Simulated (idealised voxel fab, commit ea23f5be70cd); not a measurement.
This section sets out a process module, namely voxel released beams.
In the cross-section labelled cut, the width is 245 nm and each square cell is 5 nm.
Just so we're on the same page, the cross-sections are grids of square cells, and they're listed out in bands top to bottom, each band one or more rows deep.
The band entry comprises the height of the band's top followed by the height of its bottom, expressed in nm, and subsequently the band's materials from left to right, each stated together with its width in nm. Where a single material is marked with the word "all across", that material fills the band from edge to edge. The word "air" represents empty space.
Heights are expressed relative to 0, this being the level below which the as-received wafer comprises one material exclusively. The lowest band is unbounded in the downward direction and is denoted as in "z 0 and below".
A width given as "30->40" starts at the first number in the band's top row and ends at the second number in its bottom row, shifting by an equal amount at every step from row to row.
"nothing got changed" means the step left every cell of the cross-section as it was.
The entry "Closed void entries" lists the empty spaces that cover at least 8 cells and have no open path to the top. Each is written as width x height at distance, where the distance is measured from the left edge and all three values are in nm.
On a step's line, text after the settings is the simulator commenting on that step.
overlay nm: for a step with a mask, the amount by which the mask lay right of where it was planned; a negative amount means left of it.
Process steps (planned):
1,RECEIVE (material Si)
2,CONFORMAL_DEP (material SiN; thk nm 10)
3,DIRECTIONAL_DEP (material SiO2; thk nm 15)
4,MASKED_ETCH (tone open; mask id ANCHOR; width nm 35; etch materials SiO2; depth nm 15; overlay nm 0)
5,CONFORMAL_DEP (material W; thk nm 10)
6,MASKED_ETCH (tone cover; mask id BEAM; width nm 85; etch materials W; depth nm 10; overlay nm 0)
7,STRIP (etch materials SiO2)
Incoming wafer, cross-sectional view, post step 1:
z 0 and below | Si all across
Closed void entries: none
Cross-sectional view of the first of the two wafers upon completion of the module, processed in accordance with the plan:
z 35 to 25 | air: 75, W: 15, air: 15, W: 55, air: 85
z 25 to 20 | air: 80, W: 10, air: 15, W: 10, air: 130
z 20 to 10 | air: 80, W: 35, air: 130
z 10 to 0 | SiN all across
z 0 and below | Si all across
Closed void entries: none
Cross-sectional view of the second of two wafers upon completion of the module. This wafer shared its starting condition and process plan with the first; one error was made during its execution:
z 25 to 10 | SiO2: 80, air: 35, SiO2: 130
z 10 to 0 | SiN all across
z 0 and below | Si all across
Closed void entries: none
Where did the run depart from the plan? step 7 deviated from plan and actually ran as STRIP (etch materials W)
Wrapping up, a cell-based count of both wafers puts the second over or under the first for these materials: SiO2: 126 more; W: 46 fewer
